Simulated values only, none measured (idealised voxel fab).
process module | voxel double patterning
cross-section cut | 265 nm wide | cells 5 nm
A cross-section is a grid of square cells, given in bands from the top down. A band is one or more rows of cells.
Each band's line starts with the height of the band's top and of its bottom, in nm. Then come its materials from left to right, each with its width in nm. One material with "throughout" fills the band from edge to edge. "air" is empty space.
Height 0 is the level under which the wafer as received is all one material. The lowest band goes on downwards, as in "0 down".
A width such as "30 to 40" changes by the same amount from each row of cells to the next, from the band's top row to its bottom row.
"no change" after a step means that no cell of the cross-section changed.
closed voids: empty space of 8 cells or more with no open way to the top, each as width x height at its distance from the left edge, in nm
after a step's settings: what the simulator itself notes on the step
overlay nm, on a step with a mask: how far to the right of its planned place the mask lay; to the left if negative
Each pair below shows a cross-section before one step and the cross-section after it, down to the lowest band that changed. The line under each pair gives the step between them, with its settings. The pairs can come from different runs of this module on the same starting wafer, so a pair continues from the pair above only where its "before" says so.
before
  0 down: Si throughout
  closed voids: none
after
  10 to 0: SiO2 throughout
  below 0: unchanged
  closed voids: none
the step between: op CONFORMAL_DEP | material SiO2 | thk nm 10
before: the cross-section after the pair above
after
  25 to 10: W throughout
  below 10: unchanged
  closed voids: none
the step between: op DIRECTIONAL_DEP | material W | thk nm 15
before: the cross-section after the pair above
after
  35 to 25: SiCN throughout
  below 25: unchanged
  closed voids: none
the step between: op DIRECTIONAL_DEP | material SiCN | thk nm 10
before: the cross-section after the pair above
after
  35 to 25: SiCN 100 | air 15 | SiCN 35 | air 15 | SiCN 100
  below 25: unchanged
  closed voids: none
the step between: op MASKED_ETCH | tone open | mask id FIRST | width nm 15 | pitch nm 50 | etch materials SiCN | depth nm 10 | overlay nm 0
before: the cross-section after the pair above
after
  50 to 35: resist 125 | air 15 | resist 125
  35 to 25: SiCN 100 | resist 15 | SiCN 35 | resist 15 | SiCN 100
  below 25: unchanged
  closed voids: none
the step between: op PATTERN | tone open | mask id SECOND | material resist | width nm 15 | thk nm 15 | overlay nm 0
before: the cross-section after the pair above
after
  50 to 35: resist 125 | air 15 | resist 125
  35 to 25: SiCN 100 | resist 15 | SiCN 10 | air 15 | SiCN 10 | resist 15 | SiCN 100
  below 25: unchanged
  closed voids: none
the step between: op DIRECTIONAL_ETCH | etch materials SiCN | depth nm 10
before: the cross-section after the pair above
after
  35 to 25: SiCN 100 | air 15 | SiCN 10 | air 15 | SiCN 10 | air 15 | SiCN 100
  below 25: unchanged
  closed voids: none
the step between: op STRIP | etch materials resist
before: the cross-section after the pair above
after
  35 to 25: SiCN 100 | air 15 | SiCN 10 | air 15 | SiCN 10 | air 15 | SiCN 100
  25 to 10: W 100 | air 15 | W 10 | air 15 | W 10 | air 15 | W 100
  below 10: unchanged
  closed voids: none
the step between: op DIRECTIONAL_ETCH | etch materials W | depth nm 15
before: the cross-section after the pair above
after
  25 to 10: W 100 | air 15 | W 10 | air 15 | W 10 | air 15 | W 100
  below 10: unchanged
  closed voids: none
the step between: op STRIP | etch materials SiCN
before
  0 down: Si throughout
  closed voids: none
after
  15 to 0: W throughout
  below 0: unchanged
  closed voids: none
the step between: op DIRECTIONAL_DEP | material W | thk nm 15
before: the cross-section after the pair above
after
  25 to 15: SiCN throughout
  below 15: unchanged
  closed voids: none
the step between: op DIRECTIONAL_DEP | material SiCN | thk nm 10
before: the cross-section after the pair above
after
  25 to 15: SiCN 100 | air 15 | SiCN 35 | air 15 | SiCN 100
  below 15: unchanged
  closed voids: none
the step between: op MASKED_ETCH | tone open | mask id FIRST | width nm 15 | pitch nm 50 | etch materials SiCN | depth nm 10 | overlay nm 0
before: the cross-section after the pair above
after
  40 to 25: resist 125 | air 15 | resist 125
  25 to 15: SiCN 100 | resist 15 | SiCN 35 | resist 15 | SiCN 100
  below 15: unchanged
  closed voids: none
the step between: op PATTERN | tone open | mask id SECOND | material resist | width nm 15 | thk nm 15 | overlay nm 0
before: the cross-section after the pair above
after
  40 to 25: resist 125 | air 15 | resist 125
  25 to 15: SiCN 100 | resist 15 | SiCN 10 | air 15 | SiCN 10 | resist 15 | SiCN 100
  below 15: unchanged
  closed voids: none
the step between: op DIRECTIONAL_ETCH | etch materials SiCN | depth nm 10
before: the cross-section after the pair above
after
  25 to 15: SiCN 100 | air 15 | SiCN 10 | air 15 | SiCN 10 | air 15 | SiCN 100
  below 15: unchanged
  closed voids: none
the step between: op STRIP | etch materials resist
before: the cross-section after the pair above
after
  25 to 15: SiCN 100 | air 15 | SiCN 10 | air 15 | SiCN 10 | air 15 | SiCN 100
  15 to 0: W 100 | air 15 | W 10 | air 15 | W 10 | air 15 | W 100
  below 0: unchanged
  closed voids: none
the step between: op DIRECTIONAL_ETCH | etch materials W | depth nm 15
before: the cross-section after the pair above
after
  15 to 0: W 100 | air 15 | W 10 | air 15 | W 10 | air 15 | W 100
  below 0: unchanged
  closed voids: none
the step between: op STRIP | etch materials SiCN
before
  25 to 10: W throughout
  10 to 0: SiO2 throughout
  0 down: Si throughout
  closed voids: none
after
  40 to 10: W throughout
  below 10: unchanged
  closed voids: none
the step between: op DIRECTIONAL_DEP | material W | thk nm 15
before: the cross-section after the pair above
after
  50 to 40: SiCN throughout
  below 40: unchanged
  closed voids: none
the step between: op DIRECTIONAL_DEP | material SiCN | thk nm 10
before: the cross-section after the pair above
after
  50 to 40: SiCN 100 | air 15 | SiCN 35 | air 15 | SiCN 100
  below 40: unchanged
  closed voids: none
the step between: op MASKED_ETCH | tone open | mask id FIRST | width nm 15 | pitch nm 50 | etch materials SiCN | depth nm 10 | overlay nm 0
before: the cross-section after the pair above
after
  65 to 50: resist 125 | air 15 | resist 125
  50 to 40: SiCN 100 | resist 15 | SiCN 35 | resist 15 | SiCN 100
  below 40: unchanged
  closed voids: none
the step between: op PATTERN | tone open | mask id SECOND | material resist | width nm 15 | thk nm 15 | overlay nm 0
before: the cross-section after the pair above
after
  65 to 50: resist 125 | air 15 | resist 125
  50 to 40: SiCN 100 | resist 15 | SiCN 10 | air 15 | SiCN 10 | resist 15 | SiCN 100
  below 40: unchanged
  closed voids: none
the step between: op DIRECTIONAL_ETCH | etch materials SiCN | depth nm 10
before: the cross-section after the pair above
after
  50 to 40: SiCN 100 | air 15 | SiCN 10 | air 15 | SiCN 10 | air 15 | SiCN 100
  below 40: unchanged
  closed voids: none
the step between: op STRIP | etch materials resist
before: the cross-section after the pair above
after
  50 to 40: SiCN 100 | air 15 | SiCN 10 | air 15 | SiCN 10 | air 15 | SiCN 100
  40 to 25: W 100 | air 15 | W 10 | air 15 | W 10 | air 15 | W 100
  below 25: unchanged
  closed voids: none
the step between: op DIRECTIONAL_ETCH | etch materials W | depth nm 15
before: the cross-section after the pair above
after
  40 to 25: W 100 | air 15 | W 10 | air 15 | W 10 | air 15 | W 100
  below 25: unchanged
  closed voids: none
the step between: op STRIP | etch materials SiCN
before
  15 to 0: W throughout
  0 down: Si throughout
  closed voids: none
after
  25 to 15: SiO2 throughout
  below 15: unchanged
  closed voids: none
the step between: op CONFORMAL_DEP | material SiO2 | thk nm 10
before: the cross-section after the pair above
after
  35 to 25: SiCN throughout
  below 25: unchanged
  closed voids: none
the step between: op DIRECTIONAL_DEP | material SiCN | thk nm 10
before: the cross-section after the pair above
after
  35 to 25: SiCN 100 | air 15 | SiCN 35 | air 15 | SiCN 100
  below 25: unchanged
  closed voids: none
the step between: op MASKED_ETCH | tone open | mask id FIRST | width nm 15 | pitch nm 50 | etch materials SiCN | depth nm 10 | overlay nm 0
before: the cross-section after the pair above
after
  50 to 35: resist 125 | air 15 | resist 125
  35 to 25: SiCN 100 | resist 15 | SiCN 35 | resist 15 | SiCN 100
  below 25: unchanged
  closed voids: none
the step between: op PATTERN | tone open | mask id SECOND | material resist | width nm 15 | thk nm 15 | overlay nm 0
before: the cross-section after the pair above
after
  50 to 35: resist 125 | air 15 | resist 125
  35 to 25: SiCN 100 | resist 15 | SiCN 10 | air 15 | SiCN 10 | resist 15 | SiCN 100
  below 25: unchanged
  closed voids: none
the step between: op DIRECTIONAL_ETCH | etch materials SiCN | depth nm 10
before: the cross-section after the pair above
after
  35 to 25: SiCN 100 | air 15 | SiCN 10 | air 15 | SiCN 10 | air 15 | SiCN 100
  below 25: unchanged
  closed voids: none
the step between: op STRIP | etch materials resist
before: the cross-section after the pair above
after
  25 to 15: SiO2 throughout
  below 15: unchanged
  closed voids: none
the step between: op STRIP | etch materials SiCN
before
  10 to 0: SiO2 throughout
  0 down: Si throughout
  closed voids: none
after
  30 to 10: W throughout
  below 10: unchanged
  closed voids: none
the step between: op DIRECTIONAL_DEP | material W | thk nm 20
before: the cross-section after the pair above
after
  40 to 30: SiCN throughout
  below 30: unchanged
  closed voids: none
the step between: op DIRECTIONAL_DEP | material SiCN | thk nm 10
before: the cross-section after the pair above
after
  40 to 30: SiCN 100 | air 15 | SiCN 35 | air 15 | SiCN 100
  below 30: unchanged
  closed voids: none
the step between: op MASKED_ETCH | tone open | mask id FIRST | width nm 15 | pitch nm 50 | etch materials SiCN | depth nm 10 | overlay nm 0
before: the cross-section after the pair above
after
  55 to 40: resist 125 | air 15 | resist 125
  40 to 30: SiCN 100 | resist 15 | SiCN 35 | resist 15 | SiCN 100
  below 30: unchanged
  closed voids: none
the step between: op PATTERN | tone open | mask id SECOND | material resist | width nm 15 | thk nm 15 | overlay nm 0
before: the cross-section after the pair above
after
  55 to 40: resist 125 | air 15 | resist 125
  40 to 30: SiCN 100 | resist 15 | SiCN 10 | air 15 | SiCN 10 | resist 15 | SiCN 100
  below 30: unchanged
  closed voids: none
the step between: op DIRECTIONAL_ETCH | etch materials SiCN | depth nm 10
before: the cross-section after the pair above
after
  40 to 30: SiCN 100 | air 15 | SiCN 10 | air 15 | SiCN 10 | air 15 | SiCN 100
  below 30: unchanged
  closed voids: none
the step between: op STRIP | etch materials resist
before: the cross-section after the pair above
after
  40 to 30: SiCN 100 | air 15 | SiCN 10 | air 15 | SiCN 10 | air 15 | SiCN 100
  30 to 15: W 100 | air 15 | W 10 | air 15 | W 10 | air 15 | W 100
  below 15: unchanged
  closed voids: none
the step between: op DIRECTIONAL_ETCH | etch materials W | depth nm 15
before: the cross-section after the pair above
after
  30 to 15: W 100 | air 15 | W 10 | air 15 | W 10 | air 15 | W 100
  below 15: unchanged
  closed voids: none
the step between: op STRIP | etch materials SiCN
before
  35 to 25: SiCN throughout
  25 to 10: W throughout
  10 to 0: SiO2 throughout
  0 down: Si throughout
  closed voids: none
after
  35 to 25: SiCN 95 | air 25 | SiCN 25 | air 25 | SiCN 95
  below 25: unchanged
  closed voids: none
the step between: op MASKED_ETCH | tone open | mask id FIRST | width nm 25 | pitch nm 50 | etch materials SiCN | depth nm 10 | overlay nm 0
before: the cross-section after the pair above
after
  50 to 35: resist 125 | air 15 | resist 125
  35 to 25: SiCN 95 | resist 25 | SiCN 25 | resist 25 | SiCN 95
  below 25: unchanged
  closed voids: none
the step between: op PATTERN | tone open | mask id SECOND | material resist | width nm 15 | thk nm 15 | overlay nm 0
before: the cross-section after the pair above
after
  50 to 35: resist 125 | air 15 | resist 125
  35 to 25: SiCN 95 | resist 25 | SiCN 5 | air 15 | SiCN 5 | resist 25 | SiCN 95
  below 25: unchanged
  closed voids: none
the step between: op DIRECTIONAL_ETCH | etch materials SiCN | depth nm 10
before: the cross-section after the pair above
after
  35 to 25: SiCN 95 | air 25 | SiCN 5 | air 15 | SiCN 5 | air 25 | SiCN 95
  below 25: unchanged
  closed voids: none
the step between: op STRIP | etch materials resist
before: the cross-section after the pair above
after
  35 to 25: SiCN 95 | air 25 | SiCN 5 | air 15 | SiCN 5 | air 25 | SiCN 95
  25 to 10: W 95 | air 25 | W 5 | air 15 | W 5 | air 25 | W 95
  below 10: unchanged
  closed voids: none
the step between: op DIRECTIONAL_ETCH | etch materials W | depth nm 15
before: the cross-section after the pair above
after
  25 to 10: W 95 | air 25 | W 5 | air 15 | W 5 | air 25 | W 95
  below 10: unchanged
  closed voids: none
the step between: op STRIP | etch materials SiCN
before
  35 to 25: SiCN 100 | air 15 | SiCN 35 | air 15 | SiCN 100
  25 to 10: W throughout
  10 to 0: SiO2 throughout
  0 down: Si throughout
  closed voids: none
after
  50 to 35: resist 115 | air 15 | resist 135
  35 to 25: SiCN 100 | resist 15 | SiCN 35 | resist 15 | SiCN 100
  below 25: unchanged
  closed voids: none
the step between: op PATTERN | tone open | mask id SECOND | material resist | width nm 15 | thk nm 15 | overlay nm -10
before: the cross-section after the pair above
after
  50 to 35: resist 115 | air 15 | resist 135
  35 to 25: SiCN 100 | resist 15 | air 15 | SiCN 20 | resist 15 | SiCN 100
  below 25: unchanged
  closed voids: none
the step between: op DIRECTIONAL_ETCH | etch materials SiCN | depth nm 10
before: the cross-section after the pair above
after
  35 to 25: SiCN 100 | air 30 | SiCN 20 | air 15 | SiCN 100
  below 25: unchanged
  closed voids: none
the step between: op STRIP | etch materials resist
before: the cross-section after the pair above
after
  35 to 25: SiCN 100 | air 30 | SiCN 20 | air 15 | SiCN 100
  25 to 10: W 100 | air 30 | W 20 | air 15 | W 100
  below 10: unchanged
  closed voids: none
the step between: op DIRECTIONAL_ETCH | etch materials W | depth nm 15
before: the cross-section after the pair above
after
  25 to 10: W 100 | air 30 | W 20 | air 15 | W 100
  below 10: unchanged
  closed voids: none
the step between: op STRIP | etch materials SiCN
before
  0 down: Si throughout
  closed voids: none
after
  10 to 0: W throughout
  below 0: unchanged
  closed voids: none
the step between: op CONFORMAL_DEP | material W | thk nm 10
before: the cross-section after the pair above
after
  25 to 0: W throughout
  below 0: unchanged
  closed voids: none
the step between: op DIRECTIONAL_DEP | material W | thk nm 15
before: the cross-section after the pair above
after
  35 to 25: SiCN throughout
  below 25: unchanged
  closed voids: none
the step between: op DIRECTIONAL_DEP | material SiCN | thk nm 10
before: the cross-section after the pair above
after
  35 to 25: SiCN 100 | air 15 | SiCN 35 | air 15 | SiCN 100
  below 25: unchanged
  closed voids: none
the step between: op MASKED_ETCH | tone open | mask id FIRST | width nm 15 | pitch nm 50 | etch materials SiCN | depth nm 10 | overlay nm 0
before: the cross-section after the pair above
after
  50 to 35: resist 125 | air 15 | resist 125
  35 to 25: SiCN 100 | resist 15 | SiCN 35 | resist 15 | SiCN 100
  below 25: unchanged
  closed voids: none
the step between: op PATTERN | tone open | mask id SECOND | material resist | width nm 15 | thk nm 15 | overlay nm 0
before: the cross-section after the pair above
after
  50 to 35: resist 125 | air 15 | resist 125
  35 to 25: SiCN 100 | resist 15 | SiCN 10 | air 15 | SiCN 10 | resist 15 | SiCN 100
  below 25: unchanged
  closed voids: none
the step between: op DIRECTIONAL_ETCH | etch materials SiCN | depth nm 10
before: the cross-section after the pair above
after
  35 to 25: SiCN 100 | air 15 | SiCN 10 | air 15 | SiCN 10 | air 15 | SiCN 100
  below 25: unchanged
  closed voids: none
the step between: op STRIP | etch materials resist
before: the cross-section after the pair above
after
  35 to 25: SiCN 100 | air 15 | SiCN 10 | air 15 | SiCN 10 | air 15 | SiCN 100
  25 to 10: W 100 | air 15 | W 10 | air 15 | W 10 | air 15 | W 100
  below 10: unchanged
  closed voids: none
the step between: op DIRECTIONAL_ETCH | etch materials W | depth nm 15
before: the cross-section after the pair above
after
  25 to 10: W 100 | air 15 | W 10 | air 15 | W 10 | air 15 | W 100
  below 10: unchanged
  closed voids: none
the step between: op STRIP | etch materials SiCN
before
  35 to 25: SiCN throughout
  25 to 10: W throughout
  10 to 0: SiO2 throughout
  0 down: Si throughout
  closed voids: none
after
  35 to 25: air 100 | SiCN 15 | air 35 | SiCN 15 | air 100
  below 25: unchanged
  closed voids: none
the step between: op MASKED_ETCH | tone cover | mask id FIRST | width nm 15 | pitch nm 50 | etch materials SiCN | depth nm 10 | overlay nm 0
before: the cross-section after the pair above
after
  50 to 35: resist 125 | air 15 | resist 125
  35 to 25: resist 100 | SiCN 15 | resist 10 | air 15 | resist 10 | SiCN 15 | resist 100
  below 25: unchanged
  closed voids: none
the step between: op PATTERN | tone open | mask id SECOND | material resist | width nm 15 | thk nm 15 | overlay nm 0
before: the cross-section after the pair above
after
  35 to 25: air 100 | SiCN 15 | air 35 | SiCN 15 | air 100
  below 25: unchanged
  closed voids: none
the step between: op STRIP | etch materials resist
before: the cross-section after the pair above
after
  35 to 25: air 100 | SiCN 15 | air 35 | SiCN 15 | air 100
  25 to 10: air 100 | W 15 | air 35 | W 15 | air 100
  below 10: unchanged
  closed voids: none
the step between: op DIRECTIONAL_ETCH | etch materials W | depth nm 15
before: the cross-section after the pair above
after
  25 to 10: air 100 | W 15 | air 35 | W 15 | air 100
  below 10: unchanged
  closed voids: none
the step between: op STRIP | etch materials SiCN
